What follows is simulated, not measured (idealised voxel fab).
process module | voxel self aligned contacts
cross-section cut | 205 nm wide | cells 5 nm
A cross-section is a grid of square cells, given in bands from the top down. A band is one or more rows of cells.
Each band's line starts with the height of the band's top and of its bottom, in nm. Then come its materials from left to right, each with its width in nm. One material with "throughout" fills the band from edge to edge. "air" is empty space.
Height 0 is the level under which the wafer as received is all one material. The lowest band goes on downwards, as in "0 down".
A width such as "30 to 40" changes by the same amount from each row of cells to the next, from the band's top row to its bottom row.
"no change" after a step means that no cell of the cross-section changed.
closed voids: empty space of 8 cells or more with no open way to the top, each as width x height at its distance from the left edge, in nm
after a step's settings: what the simulator itself notes on the step
overlay nm, on a step with a mask: how far to the right of its planned place the mask lay; to the left if negative
Each pair below shows a cross-section before one step and the cross-section after it, down to the lowest band that changed. The line under each pair gives the step between them, with its settings. The pairs can come from different runs of this module on the same starting wafer, so a pair continues from the pair above only where its "before" says so.
before
  65 to 55: aC throughout
  55 to 50: SiO2 throughout
  50 to 30: SiO2 10 | SiN 45 | SiO2 25 | SiN 45 | SiO2 25 | SiN 45 | SiO2 10
  30 to 5: SiO2 10 | SiN 5 | polySi 35 | SiN 5 | SiO2 25 | SiN 5 | polySi 35 | SiN 5 | SiO2 25 | SiN 5 | polySi 35 | SiN 5 | SiO2 10
  5 to 0: SiO2 throughout
  0 down: Si throughout
  closed voids: none
after
  90 to 65: resist 50 | air 55 | resist 15 | air 55 | resist 30
  below 65: unchanged
  closed voids: none
the step between: op PATTERN | tone open | mask id CONTACT | material resist | width nm 55 | pitch nm 70 | thk nm 25 | overlay nm 10
before: the cross-section after the pair above
after
  80 to 65: resist 50 | air 55 | resist 15 | air 55 | resist 30
  65 to 55: aC 50 | air 55 | aC 15 | air 55 | aC 30
  below 55: unchanged
  closed voids: none
the step between: op DIRECTIONAL_ETCH | etch materials aC | depth nm 10
before: the cross-section after the pair above
after
  65 to 55: aC 50 | air 55 | aC 15 | air 55 | aC 30
  below 55: unchanged
  closed voids: none
the step between: op STRIP | etch materials resist
before: the cross-section after the pair above
after
  65 to 55: aC 50 | air 55 | aC 15 | air 55 | aC 30
  55 to 50: SiO2 50 | air 55 | SiO2 15 | air 55 | SiO2 30
  50 to 30: SiO2 10 | SiN 45 | air 25 | SiN 45 | air 25 | SiN 45 | SiO2 10
  30 to 5: SiO2 10 | SiN 5 | polySi 35 | SiN 5 | air 25 | SiN 5 | polySi 35 | SiN 5 | air 25 | SiN 5 | polySi 35 | SiN 5 | SiO2 10
  5 to 0: SiO2 55 | air 25 | SiO2 45 | air 25 | SiO2 55
  below 0: unchanged
  closed voids: none
the step between: op DIRECTIONAL_ETCH | etch materials SiO2 | depth nm 55
before: the cross-section after the pair above
after
  55 to 50: SiO2 50 | air 55 | SiO2 15 | air 55 | SiO2 30
  below 50: unchanged
  closed voids: none
the step between: op STRIP | etch materials aC
before: the cross-section after the pair above
after
  60 to 55: TiN 55 | air 45 | TiN 25 | air 45 | TiN 35
  55 to 50: SiO2 50 | TiN 10 | air 15 | TiN 30 | SiO2 15 | TiN 10 | air 15 | TiN 30 | SiO2 30
  50 to 30: SiO2 10 | SiN 45 | TiN 5 | air 15 | TiN 5 | SiN 45 | TiN 5 | air 15 | TiN 5 | SiN 45 | SiO2 10
  30 to 5: SiO2 10 | SiN 5 | polySi 35 | SiN 5 | TiN 5 | air 15 | TiN 5 | SiN 5 | polySi 35 | SiN 5 | TiN 5 | air 15 | TiN 5 | SiN 5 | polySi 35 | SiN 5 | SiO2 10
  5 to 0: SiO2 55 | TiN 25 | SiO2 45 | TiN 25 | SiO2 55
  below 0: unchanged
  closed voids: none
the step between: op CONFORMAL_DEP | material TiN | thk nm 5
before: the cross-section after the pair above
after
  65 to 60: Ru throughout
  60 to 55: TiN 55 | Ru 45 | TiN 25 | Ru 45 | TiN 35
  55 to 50: SiO2 50 | TiN 10 | Ru 15 | TiN 30 | SiO2 15 | TiN 10 | Ru 15 | TiN 30 | SiO2 30
  50 to 30: SiO2 10 | SiN 45 | TiN 5 | Ru 15 | TiN 5 | SiN 45 | TiN 5 | Ru 15 | TiN 5 | SiN 45 | SiO2 10
  30 to 5: SiO2 10 | SiN 5 | polySi 35 | SiN 5 | TiN 5 | Ru 15 | TiN 5 | SiN 5 | polySi 35 | SiN 5 | TiN 5 | Ru 15 | TiN 5 | SiN 5 | polySi 35 | SiN 5 | SiO2 10
  below 5: unchanged
  closed voids: none
the step between: op FILL_DEP | material Ru | thk nm 5
before: the cross-section after the pair above
after
  55 to 50: SiO2 50 | TiN 10 | Ru 15 | TiN 30 | SiO2 15 | TiN 10 | Ru 15 | TiN 30 | SiO2 30
  below 50: unchanged
  closed voids: none
the step between: op CMP | height nm 55
before: the cross-section after the pair above
after
  60 to 55: SiN throughout
  below 55: unchanged
  closed voids: none
the step between: op CONFORMAL_DEP | material SiN | thk nm 5
before
  30 to 5: polySi throughout
  5 to 0: SiO2 throughout
  0 down: Si throughout
  closed voids: none
after
  50 to 30: TiN throughout
  below 30: unchanged
  closed voids: none
the step between: op DIRECTIONAL_DEP | material TiN | thk nm 20
before: the cross-section after the pair above
after
  65 to 50: air 15 | resist 35 | air 35 | resist 35 | air 35 | resist 35 | air 15
  below 50: unchanged
  closed voids: none
the step between: op PATTERN | tone cover | mask id GATE | material resist | width nm 35 | pitch nm 70 | thk nm 15 | overlay nm 0
before: the cross-section after the pair above
after
  50 to 30: TiN throughout
  below 30: unchanged
  closed voids: none
the step between: op STRIP | etch materials resist
before: the cross-section after the pair above
after
  55 to 50: SiN throughout
  below 50: unchanged
  closed voids: none
the step between: op CONFORMAL_DEP | material SiN | thk nm 5
before: the cross-section after the pair above
after
  50 to 30: TiN throughout
  below 30: unchanged
  closed voids: none
the step between: op DIRECTIONAL_ETCH | etch materials SiN | depth nm 5
before: the cross-section after the pair above
after
  60 to 50: SiO2 throughout
  below 50: unchanged
  closed voids: none
the step between: op FILL_DEP | material SiO2 | thk nm 10
before: the cross-section after the pair above
after
  55 to 50: SiO2 throughout
  below 50: unchanged
  closed voids: none
the step between: op CMP | height nm 55
before: the cross-section after the pair above
after
  65 to 55: aC throughout
  below 55: unchanged
  closed voids: none
the step between: op DIRECTIONAL_DEP | material aC | thk nm 10
before: the cross-section after the pair above
after
  90 to 65: resist 40 | air 55 | resist 15 | air 55 | resist 40
  below 65: unchanged
  closed voids: none
the step between: op PATTERN | tone open | mask id CONTACT | material resist | width nm 55 | pitch nm 70 | thk nm 25 | overlay nm 0
before: the cross-section after the pair above
after
  80 to 65: resist 40 | air 55 | resist 15 | air 55 | resist 40
  65 to 55: aC 40 | air 55 | aC 15 | air 55 | aC 40
  below 55: unchanged
  closed voids: none
the step between: op DIRECTIONAL_ETCH | etch materials aC | depth nm 10
before: the cross-section after the pair above
after
  65 to 55: aC 40 | air 55 | aC 15 | air 55 | aC 40
  below 55: unchanged
  closed voids: none
the step between: op STRIP | etch materials resist
before: the cross-section after the pair above
after
  65 to 55: aC 40 | air 55 | aC 15 | air 55 | aC 40
  55 to 50: SiO2 40 | air 55 | SiO2 15 | air 55 | SiO2 40
  below 50: unchanged
  closed voids: none
the step between: op DIRECTIONAL_ETCH | etch materials SiO2 | depth nm 55
before: the cross-section after the pair above
after
  55 to 50: SiO2 40 | air 55 | SiO2 15 | air 55 | SiO2 40
  below 50: unchanged
  closed voids: none
the step between: op STRIP | etch materials aC
before: the cross-section after the pair above
after
  60 to 55: TiN 45 | air 45 | TiN 25 | air 45 | TiN 45
  55 to 50: SiO2 40 | TiN 55 | SiO2 15 | TiN 55 | SiO2 40
  below 50: unchanged
  closed voids: none
the step between: op CONFORMAL_DEP | material TiN | thk nm 5
before: the cross-section after the pair above
after
  65 to 60: Ru throughout
  60 to 55: TiN 45 | Ru 45 | TiN 25 | Ru 45 | TiN 45
  below 55: unchanged
  closed voids: none
the step between: op FILL_DEP | material Ru | thk nm 5
before: the cross-section after the pair above
after
  55 to 50: SiO2 40 | TiN 55 | SiO2 15 | TiN 55 | SiO2 40
  below 50: unchanged
  closed voids: none
the step between: op CMP | height nm 55
before: the cross-section after the pair above
after
  60 to 55: SiN throughout
  below 55: unchanged
  closed voids: none
the step between: op CONFORMAL_DEP | material SiN | thk nm 5
before
  50 to 30: SiN throughout
  30 to 5: polySi throughout
  5 to 0: SiO2 throughout
  0 down: Si throughout
  closed voids: none
after
  65 to 50: resist 15 | air 35 | resist 35 | air 35 | resist 35 | air 35 | resist 15
  below 50: unchanged
  closed voids: none
the step between: op PATTERN | tone open | mask id GATE | material resist | width nm 35 | pitch nm 70 | thk nm 15 | overlay nm 0
before: the cross-section after the pair above
after
  65 to 50: resist 15 | air 35 | resist 35 | air 35 | resist 35 | air 35 | resist 15
  50 to 30: SiN 15 | air 35 | SiN 35 | air 35 | SiN 35 | air 35 | SiN 15
  below 30: unchanged
  closed voids: none
the step between: op DIRECTIONAL_ETCH | etch materials SiN | depth nm 20
before: the cross-section after the pair above
after
  65 to 50: resist 15 | air 35 | resist 35 | air 35 | resist 35 | air 35 | resist 15
  50 to 30: SiN 15 | air 35 | SiN 35 | air 35 | SiN 35 | air 35 | SiN 15
  30 to 5: polySi 15 | air 35 | polySi 35 | air 35 | polySi 35 | air 35 | polySi 15
  below 5: unchanged
  closed voids: none
the step between: op DIRECTIONAL_ETCH | etch materials polySi | depth nm 25
before: the cross-section after the pair above
after
  50 to 30: SiN 15 | air 35 | SiN 35 | air 35 | SiN 35 | air 35 | SiN 15
  below 30: unchanged
  closed voids: none
the step between: op STRIP | etch materials resist
before: the cross-section after the pair above
after
  55 to 30: SiN 20 | air 25 | SiN 45 | air 25 | SiN 45 | air 25 | SiN 20
  30 to 10: polySi 15 | SiN 5 | air 25 | SiN 5 | polySi 35 | SiN 5 | air 25 | SiN 5 | polySi 35 | SiN 5 | air 25 | SiN 5 | polySi 15
  10 to 5: polySi 15 | SiN 35 | polySi 35 | SiN 35 | polySi 35 | SiN 35 | polySi 15
  below 5: unchanged
  closed voids: none
the step between: op CONFORMAL_DEP | material SiN | thk nm 5
before: the cross-section after the pair above
after
  50 to 30: SiN 20 | air 25 | SiN 45 | air 25 | SiN 45 | air 25 | SiN 20
  30 to 5: polySi 15 | SiN 5 | air 25 | SiN 5 | polySi 35 | SiN 5 | air 25 | SiN 5 | polySi 35 | SiN 5 | air 25 | SiN 5 | polySi 15
  below 5: unchanged
  closed voids: none
the step between: op DIRECTIONAL_ETCH | etch materials SiN | depth nm 5
before: the cross-section after the pair above
after
  60 to 50: SiO2 throughout
  50 to 30: SiN 20 | SiO2 25 | SiN 45 | SiO2 25 | SiN 45 | SiO2 25 | SiN 20
  30 to 5: polySi 15 | SiN 5 | SiO2 25 | SiN 5 | polySi 35 | SiN 5 | SiO2 25 | SiN 5 | polySi 35 | SiN 5 | SiO2 25 | SiN 5 | polySi 15
  below 5: unchanged
  closed voids: none
the step between: op FILL_DEP | material SiO2 | thk nm 10
before: the cross-section after the pair above
after
  55 to 50: SiO2 throughout
  below 50: unchanged
  closed voids: none
the step between: op CMP | height nm 55
before: the cross-section after the pair above
after
  65 to 55: aC throughout
  below 55: unchanged
  closed voids: none
the step between: op DIRECTIONAL_DEP | material aC | thk nm 10
before: the cross-section after the pair above
after
  90 to 65: resist 40 | air 55 | resist 15 | air 55 | resist 40
  below 65: unchanged
  closed voids: none
the step between: op PATTERN | tone open | mask id CONTACT | material resist | width nm 55 | pitch nm 70 | thk nm 25 | overlay nm 0
before: the cross-section after the pair above
after
  80 to 65: resist 40 | air 55 | resist 15 | air 55 | resist 40
  65 to 55: aC 40 | air 55 | aC 15 | air 55 | aC 40
  below 55: unchanged
  closed voids: none
the step between: op DIRECTIONAL_ETCH | etch materials aC | depth nm 10
before: the cross-section after the pair above
after
  65 to 55: aC 40 | air 55 | aC 15 | air 55 | aC 40
  below 55: unchanged
  closed voids: none
the step between: op STRIP | etch materials resist
before: the cross-section after the pair above
after
  65 to 55: aC 40 | air 55 | aC 15 | air 55 | aC 40
  55 to 50: SiO2 40 | air 55 | SiO2 15 | air 55 | SiO2 40
  50 to 30: SiN 20 | SiO2 20 | air 5 | SiN 45 | air 5 | SiO2 15 | air 5 | SiN 45 | air 5 | SiO2 20 | SiN 20
  30 to 5: polySi 15 | SiN 5 | SiO2 20 | air 5 | SiN 5 | polySi 35 | SiN 5 | air 5 | SiO2 15 | air 5 | SiN 5 | polySi 35 | SiN 5 | air 5 | SiO2 20 | SiN 5 | polySi 15
  5 to 0: SiO2 40 | air 5 | SiO2 45 | air 5 | SiO2 15 | air 5 | SiO2 45 | air 5 | SiO2 40
  below 0: unchanged
  closed voids: none
the step between: op DIRECTIONAL_ETCH | etch materials SiO2 | depth nm 55
before: the cross-section after the pair above
after
  55 to 50: SiO2 40 | air 55 | SiO2 15 | air 55 | SiO2 40
  below 50: unchanged
  closed voids: none
the step between: op STRIP | etch materials aC
before: the cross-section after the pair above
after
  60 to 55: TiN 45 | air 45 | TiN 25 | air 45 | TiN 45
  55 to 50: SiO2 40 | TiN 55 | SiO2 15 | TiN 55 | SiO2 40
  50 to 30: SiN 20 | SiO2 20 | TiN 5 | SiN 45 | TiN 5 | SiO2 15 | TiN 5 | SiN 45 | TiN 5 | SiO2 20 | SiN 20
  30 to 5: polySi 15 | SiN 5 | SiO2 20 | TiN 5 | SiN 5 | polySi 35 | SiN 5 | TiN 5 | SiO2 15 | TiN 5 | SiN 5 | polySi 35 | SiN 5 | TiN 5 | SiO2 20 | SiN 5 | polySi 15
  5 to 0: SiO2 40 | TiN 5 | SiO2 45 | TiN 5 | SiO2 15 | TiN 5 | SiO2 45 | TiN 5 | SiO2 40
  below 0: unchanged
  closed voids: none
the step between: op CONFORMAL_DEP | material TiN | thk nm 5
before: the cross-section after the pair above
after
  65 to 60: Ru throughout
  60 to 55: TiN 45 | Ru 45 | TiN 25 | Ru 45 | TiN 45
  below 55: unchanged
  closed voids: none
the step between: op FILL_DEP | material Ru | thk nm 5
before: the cross-section after the pair above
after
  55 to 50: SiO2 40 | TiN 55 | SiO2 15 | TiN 55 | SiO2 40
  below 50: unchanged
  closed voids: none
the step between: op CMP | height nm 55
before: the cross-section after the pair above
after
  60 to 55: SiN throughout
  below 55: unchanged
  closed voids: none
the step between: op CONFORMAL_DEP | material SiN | thk nm 5
